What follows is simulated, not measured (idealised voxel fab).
Process module in this document: voxel plated lines
cross-section cut | 225 nm wide | cells 5 nm
For the purposes of this document, a cross-section shall be understood as a grid of square cells, specified as bands listed in top-to-bottom order, each band consisting of one or more rows of cells. Each band's line starts with the height of the band's top and of its bottom, in nm. Then come its materials from left to right, each with its width in nm. One material with "everywhere" fills the band from edge to edge. "empty" is empty space. For the purposes of this specification, 0 denotes the height below which the wafer in its as-received condition is composed wholly of one material, and the lowermost band, lacking a lower limit, extends downward without end, as expressed in "0 -> down". Per-row width for "30->40": begins at first number (top row of band), ends at second number (bottom row), increment between rows held constant. The cross-section has no changed cell in any step marked "changes: none". In "Enclosed void catalog" the enclosed voids are listed, meaning empty spaces of 8 cells or larger without any opening to the top. The form is width x height at distance, distance from the left edge, units nm. What comes after the settings on a step's line is commentary from the simulator itself on that step. overlay nm: right-of-plan distance of the mask on a masked step; negative values mean left-of-plan.
**List of planned process steps**
1 RECEIVE,material Si
2 CONFORMAL_DEP,material Al2O3,thk nm 5
3 DIRECTIONAL_DEP,material TiN,thk nm 5
4 PATTERN,tone open,mask id LINES,material resist,width nm 20,pitch nm 35,thk nm 40,overlay nm 0
5 EPI,material Ru,thk nm 5
6 EPI,material Ru,thk nm 10
7 EPI,material Ru,thk nm 5
8 STRIP,etch materials resist
9 DIRECTIONAL_ETCH,etch materials TiN,depth nm 5
10 CONFORMAL_DEP,material SiN,thk nm 5
**So, the first of our two wafers, run just as we planned it**
**Wafer cross-section on receipt, i.e. after step 1**
- 0 -> down = Si everywhere
- Enclosed void catalog: none
**The wafer in cross-section once step 2 is complete**
- 5 -> 0 = Al2O3 everywhere
- Anything lower than 0 is untouched.
**The wafer in cross-section once step 3 is complete**
- 10 -> 5 = TiN everywhere
- Anything lower than 5 is untouched.
**The wafer in cross-section once step 4 is complete**
- 50 -> 10 = resist 50  empty 20  resist 15  empty 20  resist 15  empty 20  resist 15  empty 20  resist 50
- Anything lower than 10 is untouched.
**The wafer in cross-section once step 5 is complete**
- 50 -> 15 = resist 50  empty 20  resist 15  empty 20  resist 15  empty 20  resist 15  empty 20  resist 50
- 15 -> 10 = resist 50  Ru 20  resist 15  Ru 20  resist 15  Ru 20  resist 15  Ru 20  resist 50
- Anything lower than 10 is untouched.
**The wafer in cross-section once step 6 is complete**
- 50 -> 25 = resist 50  empty 20  resist 15  empty 20  resist 15  empty 20  resist 15  empty 20  resist 50
- 25 -> 10 = resist 50  Ru 20  resist 15  Ru 20  resist 15  Ru 20  resist 15  Ru 20  resist 50
- Anything lower than 10 is untouched.
**The wafer in cross-section once step 7 is complete**
- 50 -> 30 = resist 50  empty 20  resist 15  empty 20  resist 15  empty 20  resist 15  empty 20  resist 50
- 30 -> 10 = resist 50  Ru 20  resist 15  Ru 20  resist 15  Ru 20  resist 15  Ru 20  resist 50
- Anything lower than 10 is untouched.
**The wafer in cross-section once step 8 is complete**
- 30 -> 10 = empty 50  Ru 20  empty 15  Ru 20  empty 15  Ru 20  empty 15  Ru 20  empty 50
- Anything lower than 10 is untouched.
**The wafer in cross-section once step 9 is complete**
- 30 -> 10 = empty 50  Ru 20  empty 15  Ru 20  empty 15  Ru 20  empty 15  Ru 20  empty 50
- 10 -> 5 = empty 50  TiN 20  empty 15  TiN 20  empty 15  TiN 20  empty 15  TiN 20  empty 50
- Anything lower than 5 is untouched.
**The wafer in cross-section once step 10 is complete**
- 35 -> 30 = empty 45  SiN 30  empty 5  SiN 30  empty 5  SiN 30  empty 5  SiN 30  empty 45
- 30 -> 10 = empty 45  SiN 5  Ru 20  SiN 5  empty 5  SiN 5  Ru 20  SiN 5  empty 5  SiN 5  Ru 20  SiN 5  empty 5  SiN 5  Ru 20  SiN 5  empty 45
- 10 -> 5 = SiN 50  TiN 20  SiN 15  TiN 20  SiN 15  TiN 20  SiN 15  TiN 20  SiN 50
- Anything lower than 5 is untouched.
**Wafer two. Identical start, identical plan. One mistake in execution. Identical history through step 1**
At the planned end of step 2, the second wafer in cross-section: changes: none
**At the planned end of step 3, the second wafer in cross-section**
- 5 -> 0 = TiN everywhere
- Anything lower than 0 is untouched.
**At the planned end of step 4, the second wafer in cross-section**
- 45 -> 5 = resist 50  empty 20  resist 15  empty 20  resist 15  empty 20  resist 15  empty 20  resist 50
- Anything lower than 5 is untouched.
**At the planned end of step 5, the second wafer in cross-section**
- 45 -> 10 = resist 50  empty 20  resist 15  empty 20  resist 15  empty 20  resist 15  empty 20  resist 50
- 10 -> 5 = resist 50  Ru 20  resist 15  Ru 20  resist 15  Ru 20  resist 15  Ru 20  resist 50
- Anything lower than 5 is untouched.
**At the planned end of step 6, the second wafer in cross-section**
- 45 -> 20 = resist 50  empty 20  resist 15  empty 20  resist 15  empty 20  resist 15  empty 20  resist 50
- 20 -> 5 = resist 50  Ru 20  resist 15  Ru 20  resist 15  Ru 20  resist 15  Ru 20  resist 50
- Anything lower than 5 is untouched.
**At the planned end of step 7, the second wafer in cross-section**
- 45 -> 25 = resist 50  empty 20  resist 15  empty 20  resist 15  empty 20  resist 15  empty 20  resist 50
- 25 -> 5 = resist 50  Ru 20  resist 15  Ru 20  resist 15  Ru 20  resist 15  Ru 20  resist 50
- Anything lower than 5 is untouched.
**At the planned end of step 8, the second wafer in cross-section**
- 25 -> 5 = empty 50  Ru 20  empty 15  Ru 20  empty 15  Ru 20  empty 15  Ru 20  empty 50
- Anything lower than 5 is untouched.
**At the planned end of step 9, the second wafer in cross-section**
- 25 -> 5 = empty 50  Ru 20  empty 15  Ru 20  empty 15  Ru 20  empty 15  Ru 20  empty 50
- 5 -> 0 = empty 50  TiN 20  empty 15  TiN 20  empty 15  TiN 20  empty 15  TiN 20  empty 50
- Anything lower than 0 is untouched.
**At the planned end of step 10, the second wafer in cross-section**
- 30 -> 25 = empty 45  SiN 30  empty 5  SiN 30  empty 5  SiN 30  empty 5  SiN 30  empty 45
- 25 -> 5 = empty 45  SiN 5  Ru 20  SiN 5  empty 5  SiN 5  Ru 20  SiN 5  empty 5  SiN 5  Ru 20  SiN 5  empty 5  SiN 5  Ru 20  SiN 5  empty 45
- 5 -> 0 = SiN 50  TiN 20  SiN 15  TiN 20  SiN 15  TiN 20  SiN 15  TiN 20  SiN 50
- Anything lower than 0 is untouched.
In executing the process, a mistake was made relative to the plan: step 2 of the plan was bypassed and not carried out
Bottom line after processing is that, in cells, the second wafer is up or down on some materials versus the first: 45 fewer of Al2O3
